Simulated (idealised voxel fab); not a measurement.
A process module follows: voxel transistor to metal.
Shown is cross-section cut, with a width of 185 nm and square cells of size 5 nm.
Cross-section spec: square-cell grid; bands listed top down; each band is one or more rows.
Quick guide to a band line: top height, bottom height (nm) up front; then every material left to right with its width in nm. Only one material and it's marked "throughout"? Then it fills the band edge to edge. And "empty" just means empty space.
Convention: height 0 is the level below which the wafer, as received, is all one material. The lowest band does not terminate at the bottom but continues downward, represented as "0 -> down".
You'd read "30..40" like this: the band's top row of cells is as wide as the first number, its bottom row is as wide as the second, and going down, every row changes width by the same amount as the row before did.
"nothing different" (step): cross-section cells unchanged, all of them.
In "Voids, sealed" the enclosed voids are listed, meaning empty spaces of 8 cells or larger without any opening to the top. The form is width x height at distance, distance from the left edge, units nm.
Whatever follows a step's settings on its line is a remark the simulator itself makes about that step.
overlay nm: right-of-plan distance of the mask on a masked step; negative values mean left-of-plan.
Below you will find pairs of cross-sections. In each, one shows the wafer before one process step and the other after it, with the after view ending at the lowest band that changed. Under each pair is the step separating them, along with its settings. Do not assume the pairs form a chain: they can come from different runs of this module on the same starting wafer, and a pair continues from the pair above it only when its "Before processing" entry says so.
Before processing:
    0 -> down | Si throughout
    Voids, sealed: none
Post-Step Appearance:
    0 -> -5 | SiO2 throughout
    At heights below -5, the structure remains unaltered.
    Voids, sealed: none
Formally, the process step situated between the two cross-sections above is OXIDIZE with depth nm 5
Before processing: carried over from the after image of the pair right above.
Post-Step Appearance:
    15 -> 0 | SiN throughout
    At heights below 0, the structure remains unaltered.
    Voids, sealed: none
Formally, the process step situated between the two cross-sections above is CONFORMAL_DEP with material SiN, thk nm 15
Before processing: carried over from the after image of the pair right above.
Post-Step Appearance:
    15 -> 0 | empty: 35  SiN: 110  empty: 40
    At heights below 0, the structure remains unaltered.
    Voids, sealed: none
Formally, the process step situated between the two cross-sections above is MASKED_ETCH with tone cover, mask id ACTIVE, width nm 110, etch materials SiN, depth nm 15, overlay nm 0
Before processing: carried over from the after image of the pair right above.
Post-Step Appearance:
    15 -> 0 | empty: 35  SiN: 110  empty: 40
    0 -> -5 | empty: 35  SiO2: 110  empty: 40
    At heights below -5, the structure remains unaltered.
    Voids, sealed: none
Formally, the process step situated between the two cross-sections above is MASKED_ETCH with tone cover, mask id ACTIVE, width nm 110, etch materials SiO2, depth nm 5, overlay nm 0
Before processing: carried over from the after image of the pair right above.
Post-Step Appearance:
    15 -> 0 | empty: 35  SiN: 110  empty: 40
    0 -> -5 | empty: 35  SiO2: 110  empty: 40
    -5 -> -35 | empty: 35  Si: 110  empty: 40
    At heights below -35, the structure remains unaltered.
    Voids, sealed: none
Formally, the process step situated between the two cross-sections above is MASKED_ETCH with tone cover, mask id ACTIVE, width nm 110, etch materials Si, depth nm 30, overlay nm 0
Before processing: carried over from the after image of the pair right above.
Post-Step Appearance:
    25 -> 15 | SiO2 throughout
    15 -> 0 | SiO2: 35  SiN: 110  SiO2: 40
    0 -> -5 | SiO2 throughout
    -5 -> -35 | SiO2: 35  Si: 110  SiO2: 40
    At heights below -35, the structure remains unaltered.
    Voids, sealed: none
Formally, the process step situated between the two cross-sections above is FILL_DEP with material SiO2, thk nm 10
Before processing: carried over from the after image of the pair right above.
Post-Step Appearance:
    15 -> 0 | SiO2: 35  SiN: 110  SiO2: 40
    At heights below 0, the structure remains unaltered.
    Voids, sealed: none
Formally, the process step situated between the two cross-sections above is CMP with height nm 15
Before processing: carried over from the after image of the pair right above.
Post-Step Appearance:
    15 -> 10 | empty: 35  SiN: 110  empty: 40
    At heights below 10, the structure remains unaltered.
    Voids, sealed: none
Formally, the process step situated between the two cross-sections above is SELECTIVE_ETCH with etch materials SiO2, depth nm 5
Before processing: carried over from the after image of the pair right above.
Post-Step Appearance:
    10 -> 0 | SiO2: 35  empty: 110  SiO2: 40
    At heights below 0, the structure remains unaltered.
    Voids, sealed: none
Formally, the process step situated between the two cross-sections above is STRIP with etch materials SiN
Before processing: carried over from the after image of the pair right above.
Post-Step Appearance:
    5 -> -5 | SiO2: 30  empty: 120  SiO2: 35
    At heights below -5, the structure remains unaltered.
    Voids, sealed: none
Formally, the process step situated between the two cross-sections above is SELECTIVE_ETCH with etch materials SiO2, depth nm 5
Before processing: carried over from the after image of the pair right above.
Post-Step Appearance:
    5 -> -5 | SiO2: 30  empty: 120  SiO2: 35
    -5 -> -10 | SiO2 throughout
    At heights below -10, the structure remains unaltered.
    Voids, sealed: none
Formally, the process step situated between the two cross-sections above is OXIDIZE with depth nm 5
Before processing: carried over from the after image of the pair right above.
Post-Step Appearance:
    25 -> 15 | polySi: 30  empty: 120  polySi: 35
    15 -> 5 | polySi throughout
    5 -> -5 | SiO2: 30  polySi: 120  SiO2: 35
    At heights below -5, the structure remains unaltered.
    Voids, sealed: none
Formally, the process step situated between the two cross-sections above is DIRECTIONAL_DEP with material polySi, thk nm 20
Before processing: carried over from the after image of the pair right above.
Post-Step Appearance:
    40 -> 30 | SiCN: 30  empty: 120  SiCN: 35
    30 -> 25 | SiCN throughout
    25 -> 15 | polySi: 30  SiCN: 120  polySi: 35
    At heights below 15, the structure remains unaltered.
    Voids, sealed: none
Formally, the process step situated between the two cross-sections above is DIRECTIONAL_DEP with material SiCN, thk nm 15
Before processing: carried over from the after image of the pair right above.
Post-Step Appearance:
    30 -> 25 | empty: 80  SiCN: 20  empty: 85
    25 -> 15 | polySi: 30  empty: 50  SiCN: 20  empty: 50  polySi: 35
    At heights below 15, the structure remains unaltered.
    Voids, sealed: none
Formally, the process step situated between the two cross-sections above is MASKED_ETCH with tone cover, mask id GATE, width nm 20, etch materials SiCN, depth nm 25, overlay nm 0
Before processing: carried over from the after image of the pair right above.
Post-Step Appearance:
    30 -> 15 | empty: 80  SiCN: 20  empty: 85
    15 -> 5 | empty: 80  polySi: 20  empty: 85
    5 -> -5 | SiO2: 30  empty: 50  polySi: 20  empty: 50  SiO2: 35
    At heights below -5, the structure remains unaltered.
    Voids, sealed: none
Formally, the process step situated between the two cross-sections above is MASKED_ETCH with tone cover, mask id GATE, width nm 20, etch materials polySi, depth nm 30, overlay nm 0
Before processing: carried over from the after image of the pair right above.
Post-Step Appearance:
    40 -> 30 | empty: 70  SiN: 40  empty: 75
    30 -> 15 | empty: 70  SiN: 10  SiCN: 20  SiN: 10  empty: 75
    15 -> 5 | SiN: 40  empty: 30  SiN: 10  polySi: 20  SiN: 10  empty: 30  SiN: 45
    5 -> -5 | SiO2: 30  SiN: 50  polySi: 20  SiN: 50  SiO2: 35
    At heights below -5, the structure remains unaltered.
    Voids, sealed: none
Formally, the process step situated between the two cross-sections above is CONFORMAL_DEP with material SiN, thk nm 10
Before processing: carried over from the after image of the pair right above.
Post-Step Appearance:
    30 -> 15 | empty: 70  SiN: 10  SiCN: 20  SiN: 10  empty: 75
    15 -> 5 | empty: 70  SiN: 10  polySi: 20  SiN: 10  empty: 75
    5 -> -5 | SiO2: 30  SiN: 10  empty: 30  SiN: 10  polySi: 20  SiN: 10  empty: 30  SiN: 10  SiO2: 35
    At heights below -5, the structure remains unaltered.
    Voids, sealed: none
Formally, the process step situated between the two cross-sections above is DIRECTIONAL_ETCH with etch materials SiN, depth nm 10
Before processing: carried over from the after image of the pair right above.
Post-Step Appearance:
    30 -> 15 | empty: 70  SiN: 10  SiCN: 20  SiN: 10  empty: 75
    15 -> 5 | empty: 70  SiN: 10  polySi: 20  SiN: 10  empty: 75
    5 -> 0 | empty: 30  SiN: 10  empty: 30  SiN: 10  polySi: 20  SiN: 10  empty: 30  SiN: 10  empty: 35
    0 -> -5 | SiO2: 30  SiN: 10  empty: 30  SiN: 10  polySi: 20  SiN: 10  empty: 30  SiN: 10  SiO2: 35
    -5 -> -10 | SiO2: 40  empty: 30  SiO2: 40  empty: 30  SiO2: 45
    At heights below -10, the structure remains unaltered.
    Voids, sealed: none
Formally, the process step situated between the two cross-sections above is DIRECTIONAL_ETCH with etch materials SiO2, depth nm 5
Before processing: carried over from the after image of the pair right above.
Post-Step Appearance:
    30 -> 15 | empty: 70  SiN: 10  SiCN: 20  SiN: 10  empty: 75
    15 -> 5 | empty: 70  SiN: 10  polySi: 20  SiN: 10  empty: 75
    5 -> 0 | empty: 30  SiN: 10  empty: 30  SiN: 10  polySi: 20  SiN: 10  empty: 30  SiN: 10  empty: 35
    0 -> -5 | SiO2: 30  SiN: 10  empty: 30  SiN: 10  polySi: 20  SiN: 10  empty: 30  SiN: 10  SiO2: 35
    -5 -> -10 | SiO2: 40  empty: 30  SiO2: 40  empty: 30  SiO2: 45
    -10 -> -15 | SiO2: 35  Si: 5  empty: 30  Si: 40  empty: 30  Si: 5  SiO2: 40
    At heights below -15, the structure remains unaltered.
    Voids, sealed: none
Formally, the process step situated between the two cross-sections above is DIRECTIONAL_ETCH with etch materials Si, depth nm 5
Before processing: carried over from the after image of the pair right above.
Post-Step Appearance:
    30 -> 15 | empty: 70  SiN: 10  SiCN: 20  SiN: 10  empty: 75
    15 -> 5 | empty: 70  SiN: 10  polySi: 20  SiN: 10  empty: 75
    5 -> 0 | empty: 30  SiN: 10  empty: 30  SiN: 10  polySi: 20  SiN: 10  empty: 30  SiN: 10  empty: 35
    0 -> -5 | SiO2: 30  SiN: 10  empty: 30  SiN: 10  polySi: 20  SiN: 10  empty: 30  SiN: 10  SiO2: 35
    -5 -> -10 | SiO2: 40  nSi: 5  empty: 20  nSi: 5  SiO2: 40  nSi: 5  empty: 20  nSi: 5  SiO2: 45
    -10 -> -15 | SiO2: 35  Si: 5  nSi: 30  Si: 40  nSi: 30  Si: 5  SiO2: 40
    At heights below -15, the structure remains unaltered.
    Voids, sealed: none
Formally, the process step situated between the two cross-sections above is EPI with material nSi, thk nm 5
Before processing: carried over from the after image of the pair right above.
Post-Step Appearance:
    35 -> 30 | SiO2 throughout
    30 -> 15 | SiO2: 70  SiN: 10  SiCN: 20  SiN: 10  SiO2: 75
    15 -> 5 | SiO2: 70  SiN: 10  polySi: 20  SiN: 10  SiO2: 75
    5 -> -5 | SiO2: 30  SiN: 10  SiO2: 30  SiN: 10  polySi: 20  SiN: 10  SiO2: 30  SiN: 10  SiO2: 35
    -5 -> -10 | SiO2: 40  nSi: 5  SiO2: 20  nSi: 5  SiO2: 40  nSi: 5  SiO2: 20  nSi: 5  SiO2: 45
    At heights below -10, the structure remains unaltered.
    Voids, sealed: none
Formally, the process step situated between the two cross-sections above is FILL_DEP with material SiO2, thk nm 5
Before processing: carried over from the after image of the pair right above.
Post-Step Appearance:
    30 -> 15 | SiO2: 70  SiN: 10  SiCN: 20  SiN: 10  SiO2: 75
    At heights below 15, the structure remains unaltered.
    Voids, sealed: none
Formally, the process step situated between the two cross-sections above is CMP with height nm 30
Before processing: carried over from the after image of the pair right above.
Post-Step Appearance:
    45 -> 30 | SiO2 throughout
    At heights below 30, the structure remains unaltered.
    Voids, sealed: none
Formally, the process step situated between the two cross-sections above is DIRECTIONAL_DEP with material SiO2, thk nm 15
Before processing: carried over from the after image of the pair right above.
Post-Step Appearance:
    55 -> 45 | aC throughout
    At heights below 45, the structure remains unaltered.
    Voids, sealed: none
Formally, the process step situated between the two cross-sections above is DIRECTIONAL_DEP with material aC, thk nm 10
Before processing: carried over from the after image of the pair right above.
Post-Step Appearance:
    85 -> 55 | resist: 40  empty: 20  resist: 60  empty: 20  resist: 45
    At heights below 55, the structure remains unaltered.
    Voids, sealed: none
Formally, the process step situated between the two cross-sections above is PATTERN with tone open, mask id CONTACT, material resist, width nm 20, pitch nm 80, thk nm 30, overlay nm 0
Before processing: carried over from the after image of the pair right above.
Post-Step Appearance:
    75 -> 55 | resist: 40  empty: 20  resist: 60  empty: 20  resist: 45
    55 -> 45 | aC: 40  empty: 20  aC: 60  empty: 20  aC: 45
    At heights below 45, the structure remains unaltered.
    Voids, sealed: none
Formally, the process step situated between the two cross-sections above is DIRECTIONAL_ETCH with etch materials aC, depth nm 10
Before processing: carried over from the after image of the pair right above.
Post-Step Appearance:
    55 -> 45 | aC: 40  empty: 20  aC: 60  empty: 20  aC: 45
    At heights below 45, the structure remains unaltered.
    Voids, sealed: none
Formally, the process step situated between the two cross-sections above is STRIP with etch materials resist
Before processing: carried over from the after image of the pair right above.
Post-Step Appearance:
    55 -> 45 | aC: 40  empty: 20  aC: 60  empty: 20  aC: 45
    45 -> 30 | SiO2: 40  empty: 20  SiO2: 60  empty: 20  SiO2: 45
    30 -> 15 | SiO2: 40  empty: 20  SiO2: 10  SiN: 10  SiCN: 20  SiN: 10  SiO2: 10  empty: 20  SiO2: 45
    15 -> 5 | SiO2: 40  empty: 20  SiO2: 10  SiN: 10  polySi: 20  SiN: 10  SiO2: 10  empty: 20  SiO2: 45
    5 -> -5 | SiO2: 30  SiN: 10  empty: 20  SiO2: 10  SiN: 10  polySi: 20  SiN: 10  SiO2: 10  empty: 20  SiN: 10  SiO2: 35
    -5 -> -10 | SiO2: 40  nSi: 5  empty: 15  SiO2: 5  nSi: 5  SiO2: 40  nSi: 5  SiO2: 5  empty: 15  nSi: 5  SiO2: 45
    At heights below -10, the structure remains unaltered.
    Voids, sealed: none
Formally, the process step situated between the two cross-sections above is DIRECTIONAL_ETCH with etch materials SiO2, depth nm 55
Before processing: carried over from the after image of the pair right above.
Post-Step Appearance:
    45 -> 30 | SiO2: 40  empty: 20  SiO2: 60  empty: 20  SiO2: 45
    At heights below 30, the structure remains unaltered.
    Voids, sealed: none
Formally, the process step situated between the two cross-sections above is STRIP with etch materials aC
Before processing: carried over from the after image of the pair right above.
Post-Step Appearance:
    50 -> 45 | TiN: 45  empty: 10  TiN: 70  empty: 10  TiN: 50
    45 -> 30 | SiO2: 40  TiN: 5  empty: 10  TiN: 5  SiO2: 60  TiN: 5  empty: 10  TiN: 5  SiO2: 45
    30 -> 15 | SiO2: 40  TiN: 5  empty: 10  TiN: 5  SiO2: 10  SiN: 10  SiCN: 20  SiN: 10  SiO2: 10  TiN: 5  empty: 10  TiN: 5  SiO2: 45
    15 -> 5 | SiO2: 40  TiN: 5  empty: 10  TiN: 5  SiO2: 10  SiN: 10  polySi: 20  SiN: 10  SiO2: 10  TiN: 5  empty: 10  TiN: 5  SiO2: 45
    5 -> -5 | SiO2: 30  SiN: 10  TiN: 5..10  empty: 10..5  TiN: 5  SiO2: 10  SiN: 10  polySi: 20  SiN: 10  SiO2: 10  TiN: 5  empty: 10..5  TiN: 5..10  SiN: 10  SiO2: 35
    -5 -> -10 | SiO2: 40  nSi: 5  TiN: 15  SiO2: 5  nSi: 5  SiO2: 40  nSi: 5  SiO2: 5  TiN: 15  nSi: 5  SiO2: 45
    At heights below -10, the structure remains unaltered.
    Voids, sealed: none
Formally, the process step situated between the two cross-sections above is CONFORMAL_DEP with material TiN, thk nm 5
Before processing: carried over from the after image of the pair right above.
Post-Step Appearance:
    60 -> 50 | Ru throughout
    50 -> 45 | TiN: 45  Ru: 10  TiN: 70  Ru: 10  TiN: 50
    45 -> 30 | SiO2: 40  TiN: 5  Ru: 10  TiN: 5  SiO2: 60  TiN: 5  Ru: 10  TiN: 5  SiO2: 45
    30 -> 15 | SiO2: 40  TiN: 5  Ru: 10  TiN: 5  SiO2: 10  SiN: 10  SiCN: 20  SiN: 10  SiO2: 10  TiN: 5  Ru: 10  TiN: 5  SiO2: 45
    15 -> 5 | SiO2: 40  TiN: 5  Ru: 10  TiN: 5  SiO2: 10  SiN: 10  polySi: 20  SiN: 10  SiO2: 10  TiN: 5  Ru: 10  TiN: 5  SiO2: 45
    5 -> -5 | SiO2: 30  SiN: 10  TiN: 5..10  Ru: 10..5  TiN: 5  SiO2: 10  SiN: 10  polySi: 20  SiN: 10  SiO2: 10  TiN: 5  Ru: 10..5  TiN: 5..10  SiN: 10  SiO2: 35
    At heights below -5, the structure remains unaltered.
    Voids, sealed: none
Formally, the process step situated between the two cross-sections above is FILL_DEP with material Ru, thk nm 10
Before processing: carried over from the after image of the pair right above.
Post-Step Appearance:
    45 -> 30 | SiO2: 40  TiN: 5  Ru: 10  TiN: 5  SiO2: 60  TiN: 5  Ru: 10  TiN: 5  SiO2: 45
    At heights below 30, the structure remains unaltered.
    Voids, sealed: none
Formally, the process step situated between the two cross-sections above is CMP with height nm 45
Before processing: carried over from the after image of the pair right above.
Post-Step Appearance:
    50 -> 45 | SiN throughout
    At heights below 45, the structure remains unaltered.
    Voids, sealed: none
Formally, the process step situated between the two cross-sections above is CONFORMAL_DEP with material SiN, thk nm 5
Before processing: carried over from the after image of the pair right above.
Post-Step Appearance:
    65 -> 50 | SiO2 throughout
    At heights below 50, the structure remains unaltered.
    Voids, sealed: none
Formally, the process step situated between the two cross-sections above is DIRECTIONAL_DEP with material SiO2, thk nm 15
Before processing: carried over from the after image of the pair right above.
Post-Step Appearance:
    65 -> 50 | SiO2: 40  empty: 20  SiO2: 60  empty: 20  SiO2: 45
    At heights below 50, the structure remains unaltered.
    Voids, sealed: none
Formally, the process step situated between the two cross-sections above is MASKED_ETCH with tone open, mask id METAL_1, width nm 20, pitch nm 80, etch materials SiO2, depth nm 15, overlay nm 0
Before processing: carried over from the after image of the pair right above.
Post-Step Appearance:
    65 -> 50 | SiO2: 40  empty: 20  SiO2: 60  empty: 20  SiO2: 45
    50 -> 45 | SiN: 40  empty: 20  SiN: 60  empty: 20  SiN: 45
    At heights below 45, the structure remains unaltered.
    Voids, sealed: none
Formally, the process step situated between the two cross-sections above is MASKED_ETCH with tone open, mask id METAL_1, width nm 20, pitch nm 80, etch materials SiN, depth nm 5, overlay nm 0
Before processing: carried over from the after image of the pair right above.
Post-Step Appearance:
    70 -> 65 | TiN: 45  empty: 10  TiN: 70  empty: 10  TiN: 50
    65 -> 50 | SiO2: 40  TiN: 5  empty: 10  TiN: 5  SiO2: 60  TiN: 5  empty: 10  TiN: 5  SiO2: 45
    50 -> 45 | SiN: 40  TiN: 20  SiN: 60  TiN: 20  SiN: 45
    At heights below 45, the structure remains unaltered.
    Voids, sealed: none
Formally, the process step situated between the two cross-sections above is CONFORMAL_DEP with material TiN, thk nm 5
Before processing: carried over from the after image of the pair right above.
Post-Step Appearance:
    75 -> 70 | Cu throughout
    70 -> 65 | TiN: 45  Cu: 10  TiN: 70  Cu: 10  TiN: 50
    65 -> 50 | SiO2: 40  TiN: 5  Cu: 10  TiN: 5  SiO2: 60  TiN: 5  Cu: 10  TiN: 5  SiO2: 45
    At heights below 50, the structure remains unaltered.
    Voids, sealed: none
Formally, the process step situated between the two cross-sections above is FILL_DEP with material Cu, thk nm 5
Before processing: carried over from the after image of the pair right above.
Post-Step Appearance:
    65 -> 50 | SiO2: 40  TiN: 5  Cu: 10  TiN: 5  SiO2: 60  TiN: 5  Cu: 10  TiN: 5  SiO2: 45
    At heights below 50, the structure remains unaltered.
    Voids, sealed: none
Formally, the process step situated between the two cross-sections above is CMP with height nm 65
Before processing: carried over from the after image of the pair right above.
Post-Step Appearance:
    70 -> 65 | empty: 35  Ru: 30  empty: 50  Ru: 30  empty: 40
    At heights below 65, the structure remains unaltered.
    Voids, sealed: none
Formally, the process step situated between the two cross-sections above is EPI with material Ru, thk nm 5
Before processing: carried over from the after image of the pair right above.
Post-Step Appearance:
    75 -> 70 | SiCN throughout
    70 -> 65 | SiCN: 35  Ru: 30  SiCN: 50  Ru: 30  SiCN: 40
    At heights below 65, the structure remains unaltered.
    Voids, sealed: none
Formally, the process step situated between the two cross-sections above is FILL_DEP with material SiCN, thk nm 5
Before processing: carried over from the after image of the pair right above.
Post-Step Appearance:
    105 -> 75 | lowk throughout
    At heights below 75, the structure remains unaltered.
    Voids, sealed: none
Formally, the process step situated between the two cross-sections above is DIRECTIONAL_DEP with material lowk, thk nm 30
Before processing: carried over from the after image of the pair right above.
Post-Step Appearance:
    105 -> 90 | lowk: 40  empty: 20  lowk: 60  empty: 20  lowk: 45
    At heights below 90, the structure remains unaltered.
    Voids, sealed: none
Formally, the process step situated between the two cross-sections above is MASKED_ETCH with tone open, mask id METAL_2, width nm 20, pitch nm 80, etch materials lowk, depth nm 15, overlay nm 0
Before processing: carried over from the after image of the pair right above.
Post-Step Appearance:
    120 -> 105 | resist: 40  empty: 15  resist: 65  empty: 15  resist: 50
    105 -> 90 | lowk: 40  empty: 15  resist: 5  lowk: 60  empty: 15  resist: 5  lowk: 45
    At heights below 90, the structure remains unaltered.
    Voids, sealed: none
Formally, the process step situated between the two cross-sections above is PATTERN with tone open, mask id METAL_2_HOLES, material resist, width nm 15, pitch nm 80, thk nm 15, overlay nm 0
Before processing: carried over from the after image of the pair right above.
Post-Step Appearance:
    120 -> 105 | resist: 40  empty: 15  resist: 65  empty: 15  resist: 50
    105 -> 90 | lowk: 40  empty: 15  resist: 5  lowk: 60  empty: 15  resist: 5  lowk: 45
    90 -> 75 | lowk: 40  empty: 15  lowk: 65  empty: 15  lowk: 50
    At heights below 75, the structure remains unaltered.
    Voids, sealed: none
Formally, the process step situated between the two cross-sections above is DIRECTIONAL_ETCH with etch materials lowk, depth nm 15
Before processing: carried over from the after image of the pair right above.
Post-Step Appearance:
    120 -> 105 | resist: 40  empty: 15  resist: 65  empty: 15  resist: 50
    105 -> 90 | lowk: 40  empty: 15  resist: 5  lowk: 60  empty: 15  resist: 5  lowk: 45
    90 -> 75 | lowk: 40  empty: 15  lowk: 65  empty: 15  lowk: 50
    75 -> 70 | SiCN: 40  empty: 15  SiCN: 65  empty: 15  SiCN: 50
    At heights below 70, the structure remains unaltered.
    Voids, sealed: none
Formally, the process step situated between the two cross-sections above is DIRECTIONAL_ETCH with etch materials SiCN, depth nm 5
Before processing: carried over from the after image of the pair right above.
Post-Step Appearance:
    105 -> 90 | lowk: 40  empty: 20  lowk: 60  empty: 20  lowk: 45
    At heights below 90, the structure remains unaltered.
    Voids, sealed: none
Formally, the process step situated between the two cross-sections above is STRIP with etch materials resist
Before processing: carried over from the after image of the pair right above.
Post-Step Appearance:
    110 -> 105 | TiN: 45  empty: 10  TiN: 70  empty: 10  TiN: 50
    105 -> 95 | lowk: 40  TiN: 5  empty: 10  TiN: 5  lowk: 60  TiN: 5  empty: 10  TiN: 5  lowk: 45
    95 -> 90 | lowk: 40  TiN: 5  empty: 5  TiN: 10  lowk: 60  TiN: 5  empty: 5  TiN: 10  lowk: 45
    90 -> 75 | lowk: 40  TiN: 5  empty: 5  TiN: 5  lowk: 65  TiN: 5  empty: 5  TiN: 5  lowk: 50
    75 -> 70 | SiCN: 40  TiN: 15  SiCN: 65  TiN: 15  SiCN: 50
    At heights below 70, the structure remains unaltered.
    Voids, sealed: none
Formally, the process step situated between the two cross-sections above is CONFORMAL_DEP with material TiN, thk nm 5
Before processing: carried over from the after image of the pair right above.
Post-Step Appearance:
    120 -> 110 | Cu throughout
    110 -> 105 | TiN: 45  Cu: 10  TiN: 70  Cu: 10  TiN: 50
    105 -> 95 | lowk: 40  TiN: 5  Cu: 10  TiN: 5  lowk: 60  TiN: 5  Cu: 10  TiN: 5  lowk: 45
    95 -> 90 | lowk: 40  TiN: 5  Cu: 5  TiN: 10  lowk: 60  TiN: 5  Cu: 5  TiN: 10  lowk: 45
    90 -> 75 | lowk: 40  TiN: 5  Cu: 5  TiN: 5  lowk: 65  TiN: 5  Cu: 5  TiN: 5  lowk: 50
    At heights below 75, the structure remains unaltered.
    Voids, sealed: none
Formally, the process step situated between the two cross-sections above is FILL_DEP with material Cu, thk nm 10
Before processing: carried over from the after image of the pair right above.
Post-Step Appearance:
    105 -> 95 | lowk: 40  TiN: 5  Cu: 10  TiN: 5  lowk: 60  TiN: 5  Cu: 10  TiN: 5  lowk: 45
    At heights below 95, the structure remains unaltered.
    Voids, sealed: none
Formally, the process step situated between the two cross-sections above is CMP with height nm 105
Before processing: carried over from the after image of the pair right above.
Post-Step Appearance:
    110 -> 105 | SiCN throughout
    At heights below 105, the structure remains unaltered.
    Voids, sealed: none
Formally, the process step situated between the two cross-sections above is CONFORMAL_DEP with material SiCN, thk nm 5
Before processing:
    105 -> 90 | lowk: 40  empty: 20  lowk: 60  empty: 20  lowk: 45
    90 -> 75 | lowk throughout
    75 -> 70 | SiCN throughout
    70 -> 65 | SiCN: 35  Ru: 30  SiCN: 50  Ru: 30  SiCN: 40
    65 -> 50 | SiO2: 40  TiN: 5  Cu: 10  TiN: 5  SiO2: 60  TiN: 5  Cu: 10  TiN: 5  SiO2: 45
    50 -> 45 | SiN: 40  TiN: 20  SiN: 60  TiN: 20  SiN: 45
    45 -> 30 | SiO2: 40  TiN: 5  Ru: 10  TiN: 5  SiO2: 60  TiN: 5  Ru: 10  TiN: 5  SiO2: 45
    30 -> 15 | SiO2: 40  TiN: 5  Ru: 10  TiN: 5  SiO2: 10  SiN: 10  SiCN: 20  SiN: 10  SiO2: 10  TiN: 5  Ru: 10  TiN: 5  SiO2: 45
    15 -> 5 | SiO2: 40  TiN: 5  Ru: 10  TiN: 5  SiO2: 10  SiN: 10  polySi: 20  SiN: 10  SiO2: 10  TiN: 5  Ru: 10  TiN: 5  SiO2: 45
    5 -> -5 | SiO2: 30  SiN: 10  TiN: 5..10  Ru: 10..5  TiN: 5  SiO2: 10  SiN: 10  polySi: 20  SiN: 10  SiO2: 10  TiN: 5  Ru: 10..5  TiN: 5..10  SiN: 10  SiO2: 35
    -5 -> -10 | SiO2: 40  nSi: 5  TiN: 15  SiO2: 5  nSi: 5  SiO2: 40  nSi: 5  SiO2: 5  TiN: 15  nSi: 5  SiO2: 45
    -10 -> -15 | SiO2: 35  Si: 5  nSi: 30  Si: 40  nSi: 30  Si: 5  SiO2: 40
    -15 -> -35 | SiO2: 35  Si: 110  SiO2: 40
    -35 -> down | Si throughout
    Voids, sealed: none
Post-Step Appearance:
    90 -> 75 | lowk: 40  empty: 20  lowk: 60  empty: 20  lowk: 45
    At heights below 75, the structure remains unaltered.
    Voids, sealed: none
Formally, the process step situated between the two cross-sections above is DIRECTIONAL_ETCH with etch materials lowk, depth nm 15
Before processing: carried over from the after image of the pair right above.
Post-Step Appearance:
    90 -> 75 | lowk: 40  empty: 20  lowk: 60  empty: 20  lowk: 45
    75 -> 70 | SiCN: 40  empty: 20  SiCN: 60  empty: 20  SiCN: 45
    At heights below 70, the structure remains unaltered.
    Voids, sealed: none
Formally, the process step situated between the two cross-sections above is DIRECTIONAL_ETCH with etch materials SiCN, depth nm 5
Before processing: carried over from the after image of the pair right above.
Post-Step Appearance:
    95 -> 90 | TiN: 45  empty: 10  TiN: 70  empty: 10  TiN: 50
    90 -> 75 | lowk: 40  TiN: 5  empty: 10  TiN: 5  lowk: 60  TiN: 5  empty: 10  TiN: 5  lowk: 45
    75 -> 70 | SiCN: 40  TiN: 20  SiCN: 60  TiN: 20  SiCN: 45
    At heights below 70, the structure remains unaltered.
    Voids, sealed: none
Formally, the process step situated between the two cross-sections above is CONFORMAL_DEP with material TiN, thk nm 5
Before processing: carried over from the after image of the pair right above.
Post-Step Appearance:
    105 -> 95 | Cu throughout
    95 -> 90 | TiN: 45  Cu: 10  TiN: 70  Cu: 10  TiN: 50
    90 -> 75 | lowk: 40  TiN: 5  Cu: 10  TiN: 5  lowk: 60  TiN: 5  Cu: 10  TiN: 5  lowk: 45
    At heights below 75, the structure remains unaltered.
    Voids, sealed: none
Formally, the process step situated between the two cross-sections above is FILL_DEP with material Cu, thk nm 10
Before processing: carried over from the after image of the pair right above.
Post-Step Appearance:
    110 -> 105 | SiCN throughout
    At heights below 105, the structure remains unaltered.
    Voids, sealed: none
Formally, the process step situated between the two cross-sections above is CONFORMAL_DEP with material SiCN, thk nm 5
Before processing:
    45 -> 30 | SiO2 throughout
    30 -> 15 | SiO2: 70  SiN: 10  SiCN: 20  SiN: 10  SiO2: 75
    15 -> 5 | SiO2: 70  SiN: 10  polySi: 20  SiN: 10  SiO2: 75
    5 -> -5 | SiO2: 30  SiN: 10  SiO2: 30  SiN: 10  polySi: 20  SiN: 10  SiO2: 30  SiN: 10  SiO2: 35
    -5 -> -10 | SiO2: 40  nSi: 5  SiO2: 20  nSi: 5  SiO2: 40  nSi: 5  SiO2: 20  nSi: 5  SiO2: 45
    -10 -> -15 | SiO2: 35  Si: 5  nSi: 30  Si: 40  nSi: 30  Si: 5  SiO2: 40
    -15 -> -35 | SiO2: 35  Si: 110  SiO2: 40
    -35 -> down | Si throughout
    Voids, sealed: none
Post-Step Appearance:
    60 -> 30 | SiO2 throughout
    At heights below 30, the structure remains unaltered.
    Voids, sealed: none
Formally, the process step situated between the two cross-sections above is DIRECTIONAL_DEP with material SiO2, thk nm 15
Before processing: carried over from the after image of the pair right above.
Post-Step Appearance:
    70 -> 60 | aC throughout
    At heights below 60, the structure remains unaltered.
    Voids, sealed: none
Formally, the process step situated between the two cross-sections above is DIRECTIONAL_DEP with material aC, thk nm 10
Before processing: carried over from the after image of the pair right above.
Post-Step Appearance:
    100 -> 70 | resist: 40  empty: 20  resist: 60  empty: 20  resist: 45
    At heights below 70, the structure remains unaltered.
    Voids, sealed: none
Formally, the process step situated between the two cross-sections above is PATTERN with tone open, mask id CONTACT, material resist, width nm 20, pitch nm 80, thk nm 30, overlay nm 0
Before processing: carried over from the after image of the pair right above.
Post-Step Appearance:
    90 -> 70 | resist: 40  empty: 20  resist: 60  empty: 20  resist: 45
    70 -> 60 | aC: 40  empty: 20  aC: 60  empty: 20  aC: 45
    At heights below 60, the structure remains unaltered.
    Voids, sealed: none
Formally, the process step situated between the two cross-sections above is DIRECTIONAL_ETCH with etch materials aC, depth nm 10
Before processing: carried over from the after image of the pair right above.
Post-Step Appearance:
    70 -> 60 | aC: 40  empty: 20  aC: 60  empty: 20  aC: 45
    At heights below 60, the structure remains unaltered.
    Voids, sealed: none
Formally, the process step situated between the two cross-sections above is STRIP with etch materials resist
Before processing: carried over from the after image of the pair right above.
Post-Step Appearance:
    70 -> 60 | aC: 40  empty: 20  aC: 60  empty: 20  aC: 45
    60 -> 30 | SiO2: 40  empty: 20  SiO2: 60  empty: 20  SiO2: 45
    30 -> 15 | SiO2: 40  empty: 20  SiO2: 10  SiN: 10  SiCN: 20  SiN: 10  SiO2: 10  empty: 20  SiO2: 45
    15 -> 5 | SiO2: 40  empty: 20  SiO2: 10  SiN: 10  polySi: 20  SiN: 10  SiO2: 10  empty: 20  SiO2: 45
    At heights below 5, the structure remains unaltered.
    Voids, sealed: none
Formally, the process step situated between the two cross-sections above is DIRECTIONAL_ETCH with etch materials SiO2, depth nm 55
